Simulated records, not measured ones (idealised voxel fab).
process module | voxel spacer lines
cross-section cut | 295 nm wide | cells 5 nm
A cross-section is a grid of square cells, given in bands from the top down. A band is one or more rows of cells.
Each band's line starts with the height of the band's top and of its bottom, in nm. Then come its materials from left to right, each with its width in nm. One material with "throughout" fills the band from edge to edge. "air" is empty space.
Height 0 is the level under which the wafer as received is all one material. The lowest band goes on downwards, as in "0 down".
A width such as "30 to 40" changes by the same amount from each row of cells to the next, from the band's top row to its bottom row.
"no change" after a step means that no cell of the cross-section changed.
closed voids: empty space of 8 cells or more with no open way to the top, each as width x height at its distance from the left edge, in nm
after a step's settings: what the simulator itself notes on the step
overlay nm, on a step with a mask: how far to the right of its planned place the mask lay; to the left if negative
plan
1 op RECEIVE | material Si
2 op CONFORMAL_DEP | material SiO2 | thk nm 5
3 op DIRECTIONAL_DEP | material W | thk nm 15
4 op DIRECTIONAL_DEP | material polySi | thk nm 20
5 op PATTERN | tone cover | mask id MANDREL | material resist | width nm 15 | pitch nm 60 | thk nm 25 | overlay nm 0
6 op DIRECTIONAL_ETCH | etch materials polySi | depth nm 20
7 op STRIP | etch materials resist
8 op CONFORMAL_DEP | material SiN | thk nm 15
9 op DIRECTIONAL_ETCH | etch materials SiN | depth nm 15
10 op STRIP | etch materials polySi
11 op DIRECTIONAL_ETCH | etch materials W | depth nm 15
12 op STRIP | etch materials SiN
as received, after step 1
  0 down: Si throughout
  closed voids: none
first wafer at the end, as planned
  20 to 5: air 65 | W 15 | air 15 | W 15 | air 15 | W 15 | air 15 | W 15 | air 15 | W 15 | air 15 | W 15 | air 65
  5 to 0: SiO2 throughout
  0 down: Si throughout
  closed voids: none
second wafer at the end: like start, like plan, one mistake
  15 to 0: air 65 | W 15 | air 15 | W 15 | air 15 | W 15 | air 15 | W 15 | air 15 | W 15 | air 15 | W 15 | air 65
  0 down: Si throughout
  closed voids: none
what went wrong: step 2 was left out
at the end the second wafer has, in cells: 59 fewer of SiO2
